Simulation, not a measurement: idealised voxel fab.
Process module name: voxel tone inversion
Pictured: cross-section cut, 260 nm wide, on a grid of 5 nm square cells.
A cross-section is written here as square cells arranged in a grid, and it is given in bands from the top down, each band taking up one or more rows of cells. Per band: top height and bottom height in nm, followed by the left-to-right materials and their widths in nm; "everywhere" marks a single material spanning edge to edge, "air" marks empty space. Heights are reckoned from 0. Under this level, the received wafer is all of one material. The bottommost band is open-ended downward, for example "0 nm and below". Width "30 to 40": first value at the band's top row of cells, second value at its bottom row, equal change from row to row. It should be understood that the words "identical to before", when stated for a given step, signify that the cross-section underwent no change in any of its cells during that step. In the "Enclosed void catalog" entry, you get each enclosed empty space of 8 cells or more, one with no open way to the top, written width x height at distance, distance from the left edge, in nm. On a step's line, text after the settings is the simulator commenting on that step. The setting "overlay nm" may be written on the line of a step. When the step uses a mask, the value reports how far to the right of the planned place the mask lay, and a negative value reports that it lay to the left.

Process steps - plan:
1: RECEIVE (material Si)
2: CONFORMAL_DEP (material SiCN; thk nm 5)
3: DIRECTIONAL_DEP (material polySi; thk nm 20)
4: PATTERN (tone cover; mask id POSTS; material resist; width nm 20; pitch nm 40; thk nm 25; overlay nm 0)
5: DIRECTIONAL_ETCH (etch materials polySi; depth nm 20)
6: STRIP (etch materials resist)
7: FILL_DEP (material lowk; thk nm 10)
8: CMP (height nm 25)
9: STRIP (etch materials polySi)
10: CONFORMAL_DEP (material TiN; thk nm 5)
11: FILL_DEP (material W; thk nm 5)
12: CMP (height nm 25)
13: CONFORMAL_DEP (material SiN; thk nm 5)

On the first of the two wafers: run conducted according to plan:

Wafer cross-section on receipt, i.e. after step 1:
	0 nm and below = Si everywhere
	Enclosed void catalog: none

After step 2, in cross-section:
	5 nm to 0 nm = SiCN everywhere
	Lower than 0, everything is as it was.

After step 3, in cross-section:
	25 nm to 5 nm = polySi everywhere
	Lower than 5, everything is as it was.

After step 4, in cross-section:
	50 nm to 25 nm = 100 nm air  20 nm resist  20 nm air  20 nm resist  100 nm air
	Lower than 25, everything is as it was.

After step 5, in cross-section:
	50 nm to 25 nm = 100 nm air  20 nm resist  20 nm air  20 nm resist  100 nm air
	25 nm to 5 nm = 100 nm air  20 nm polySi  20 nm air  20 nm polySi  100 nm air
	Lower than 5, everything is as it was.

After step 6, in cross-section:
	25 nm to 5 nm = 100 nm air  20 nm polySi  20 nm air  20 nm polySi  100 nm air
	Lower than 5, everything is as it was.

After step 7, in cross-section:
	35 nm to 25 nm = lowk everywhere
	25 nm to 5 nm = 100 nm lowk  20 nm polySi  20 nm lowk  20 nm polySi  100 nm lowk
	Lower than 5, everything is as it was.

After step 8, in cross-section:
	25 nm to 5 nm = 100 nm lowk  20 nm polySi  20 nm lowk  20 nm polySi  100 nm lowk
	Lower than 5, everything is as it was.

After step 9, in cross-section:
	25 nm to 5 nm = 100 nm lowk  20 nm air  20 nm lowk  20 nm air  100 nm lowk
	Lower than 5, everything is as it was.

After step 10, in cross-section:
	30 nm to 25 nm = 105 nm TiN  10 nm air  30 nm TiN  10 nm air  105 nm TiN
	25 nm to 10 nm = 100 nm lowk  5 nm TiN  10 nm air  5 nm TiN  20 nm lowk  5 nm TiN  10 nm air  5 nm TiN  100 nm lowk
	10 nm to 5 nm = 100 nm lowk  20 nm TiN  20 nm lowk  20 nm TiN  100 nm lowk
	Lower than 5, everything is as it was.

After step 11, in cross-section:
	35 nm to 30 nm = W everywhere
	30 nm to 25 nm = 105 nm TiN  10 nm W  30 nm TiN  10 nm W  105 nm TiN
	25 nm to 10 nm = 100 nm lowk  5 nm TiN  10 nm W  5 nm TiN  20 nm lowk  5 nm TiN  10 nm W  5 nm TiN  100 nm lowk
	Lower than 10, everything is as it was.

After step 12, in cross-section:
	25 nm to 10 nm = 100 nm lowk  5 nm TiN  10 nm W  5 nm TiN  20 nm lowk  5 nm TiN  10 nm W  5 nm TiN  100 nm lowk
	Lower than 10, everything is as it was.

After step 13, in cross-section:
	30 nm to 25 nm = SiN everywhere
	Lower than 25, everything is as it was.

Wafer two: like wafer one in start and plan, but with one mistake in execution; identical up to and including step 1:

Cross-section of the second wafer at the time by which step 2 should have been completed according to the plan: identical to before

Cross-section of the second wafer at the time by which step 3 should have been completed according to the plan:
	20 nm to 0 nm = polySi everywhere
	Lower than 0, everything is as it was.

Cross-section of the second wafer at the time by which step 4 should have been completed according to the plan:
	45 nm to 20 nm = 100 nm air  20 nm resist  20 nm air  20 nm resist  100 nm air
	Lower than 20, everything is as it was.

Cross-section of the second wafer at the time by which step 5 should have been completed according to the plan:
	45 nm to 20 nm = 100 nm air  20 nm resist  20 nm air  20 nm resist  100 nm air
	20 nm to 0 nm = 100 nm air  20 nm polySi  20 nm air  20 nm polySi  100 nm air
	Lower than 0, everything is as it was.

Cross-section of the second wafer at the time by which step 6 should have been completed according to the plan:
	20 nm to 0 nm = 100 nm air  20 nm polySi  20 nm air  20 nm polySi  100 nm air
	Lower than 0, everything is as it was.

Cross-section of the second wafer at the time by which step 7 should have been completed according to the plan:
	30 nm to 20 nm = lowk everywhere
	20 nm to 0 nm = 100 nm lowk  20 nm polySi  20 nm lowk  20 nm polySi  100 nm lowk
	Lower than 0, everything is as it was.

Cross-section of the second wafer at the time by which step 8 should have been completed according to the plan:
	25 nm to 20 nm = lowk everywhere
	Lower than 20, everything is as it was.

Cross-section of the second wafer at the time by which step 9 should have been completed according to the plan: identical to before

Cross-section of the second wafer at the time by which step 10 should have been completed according to the plan:
	30 nm to 25 nm = TiN everywhere
	Lower than 25, everything is as it was.

Cross-section of the second wafer at the time by which step 11 should have been completed according to the plan:
	35 nm to 30 nm = W everywhere
	Lower than 30, everything is as it was.

Cross-section of the second wafer at the time by which step 12 should have been completed according to the plan:
	25 nm to 20 nm = lowk everywhere
	Lower than 20, everything is as it was.

Cross-section of the second wafer at the time by which step 13 should have been completed according to the plan:
	30 nm to 25 nm = SiN everywhere
	Lower than 25, everything is as it was.
What went wrong in running the wafer? step 2 of the plan: omitted, not performed
It is noted that, at the conclusion of processing, the second wafer exhibits a higher or lower cell count for certain materials relative to the first: SiCN -52 | TiN -20 | W -12 | lowk +52 | polySi +32
